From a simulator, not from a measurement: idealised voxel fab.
process module | voxel transistor to metal
300 nm wide, 5 nm square cells: that's cross-section cut.
Heads up, the way a cross-section reads in here is a grid of square cells, handed over as bands from the top down, with every band being one or more rows of cells.
Basically the band line says how high the top is and how high the bottom is, in nm, and then what's in it from left to right, every material with its width in nm. Empty space shows up as "blank", and if a single material carries "throughout" it runs the full band edge to edge.
For the purposes of this specification, 0 denotes the height below which the wafer in its as-received condition is composed wholly of one material, and the lowermost band, lacking a lower limit, extends downward without end, as expressed in "top 0, no bottom".
The notation "30->40" denotes a width that varies across the rows of cells in the band, beginning at the first number in the top row, finishing at the second number in the bottom row, and changing by an identical amount from each row to the next.
It should be understood that the words "remains unaltered", when stated for a given step, signify that the cross-section underwent no change in any of its cells during that step.
Entry "Fully enclosed voids" = empty spaces >= 8 cells with no open way to the top; each as width x height at distance, distance from left edge, all nm.
Where a step's line continues beyond its settings, the continuation is a remark by the simulator itself on that step.
overlay nm: right-of-plan distance of the mask on a masked step; negative values mean left-of-plan.

## The following list gives the planned process steps
1) RECEIVE, material Si
2) OXIDIZE, depth nm 5
3) CONFORMAL_DEP, material SiN, thk nm 10
4) MASKED_ETCH, tone cover, mask id ACTIVE, width nm 115, pitch nm 135, etch materials SiN, depth nm 10, overlay nm 0
5) MASKED_ETCH, tone cover, mask id ACTIVE, width nm 115, pitch nm 135, etch materials SiO2, depth nm 5, overlay nm 0
6) MASKED_ETCH, tone cover, mask id ACTIVE, width nm 115, pitch nm 135, etch materials Si, depth nm 35, overlay nm 0
7) OXIDIZE, depth nm 5
8) FILL_DEP, material SiO2, thk nm 10
9) CMP, height nm 10
10) SELECTIVE_ETCH, etch materials SiO2, depth nm 5
11) STRIP, etch materials SiN
12) SELECTIVE_ETCH, etch materials SiO2, depth nm 5
13) OXIDIZE, depth nm 5
14) DIRECTIONAL_DEP, material polySi, thk nm 20
15) DIRECTIONAL_DEP, material SiCN, thk nm 15
16) DIRECTIONAL_DEP, material aC, thk nm 10
17) PATTERN, tone cover, mask id GATE, material resist, width nm 25, pitch nm 135, thk nm 30, overlay nm 0
18) DIRECTIONAL_ETCH, etch materials aC, depth nm 10
19) STRIP, etch materials resist
20) DIRECTIONAL_ETCH, etch materials SiCN, depth nm 25
21) DIRECTIONAL_ETCH, etch materials polySi, depth nm 30
22) STRIP, etch materials aC
23) CONFORMAL_DEP, material SiO2, thk nm 5
24) DIRECTIONAL_ETCH, etch materials SiO2, depth nm 5
25) CONFORMAL_DEP, material SiN, thk nm 5
26) DIRECTIONAL_ETCH, etch materials SiN, depth nm 5
27) DIRECTIONAL_ETCH, etch materials SiO2, depth nm 5
28) DIRECTIONAL_ETCH, etch materials Si, depth nm 10
29) EPI, material pSi, thk nm 10
30) FILL_DEP, material SiO2, thk nm 5
31) CMP, height nm 15
32) STRIP, etch materials polySi
33) SELECTIVE_ETCH, etch materials SiO2, depth nm 5
34) CONFORMAL_DEP, material HfO2, thk nm 5
35) CONFORMAL_DEP, material TiN, thk nm 5
36) FILL_DEP, material W, thk nm 10
37) CMP, height nm 10
38) DIRECTIONAL_DEP, material SiO2, thk nm 15
39) MASKED_ETCH, tone open, mask id CONTACT, width nm 15, etch materials SiO2, depth nm 35, overlay nm 0
40) CONFORMAL_DEP, material TiN, thk nm 5
41) FILL_DEP, material Ru, thk nm 10
42) CMP, height nm 25
43) DIRECTIONAL_DEP, material TiN, thk nm 5
44) DIRECTIONAL_DEP, material Ru, thk nm 25
45) MASKED_ETCH, tone cover, mask id METAL_1, width nm 15, etch materials Ru, depth nm 25, overlay nm 0
46) MASKED_ETCH, tone cover, mask id METAL_1, width nm 15, etch materials TiN, depth nm 5, overlay nm 0
47) FILL_DEP, material lowk, thk nm 5
48) CMP, height nm 55
49) CONFORMAL_DEP, material SiN, thk nm 5
varied across the wafers: thk nm of step 25. The plan shows the first wafer's value. All wafers start alike

## Cross-section, first of several wafers, as delivered after step 1
    top 0, no bottom = Si throughout
    Fully enclosed voids: none

## Below is a per-wafer table. In it, each row describes the wafer at the end of the module by giving, for each material, the number of cells gained (+) or lost (-) since the wafer was received, and after that the closed voids of the wafer
thk nm 5 | +26 HfO2 | +84 Ru | -294 Si | +76 SiN | +374 SiO2 | +90 TiN | +12 W | +288 lowk | +64 pSi | Fully enclosed voids: none
thk nm 10 | +26 HfO2 | +76 Ru | -246 Si | +130 SiN | +360 SiO2 | +74 TiN | +12 W | +288 lowk | Fully enclosed voids: none
thk nm 15 | +26 HfO2 | +68 Ru | -246 Si | +176 SiN | +330 SiO2 | +66 TiN | +12 W | +288 lowk | Fully enclosed voids: none
thk nm 20 | +26 HfO2 | +68 Ru | -246 Si | +184 SiN | +330 SiO2 | +58 TiN | +12 W | +288 lowk | Fully enclosed voids: none
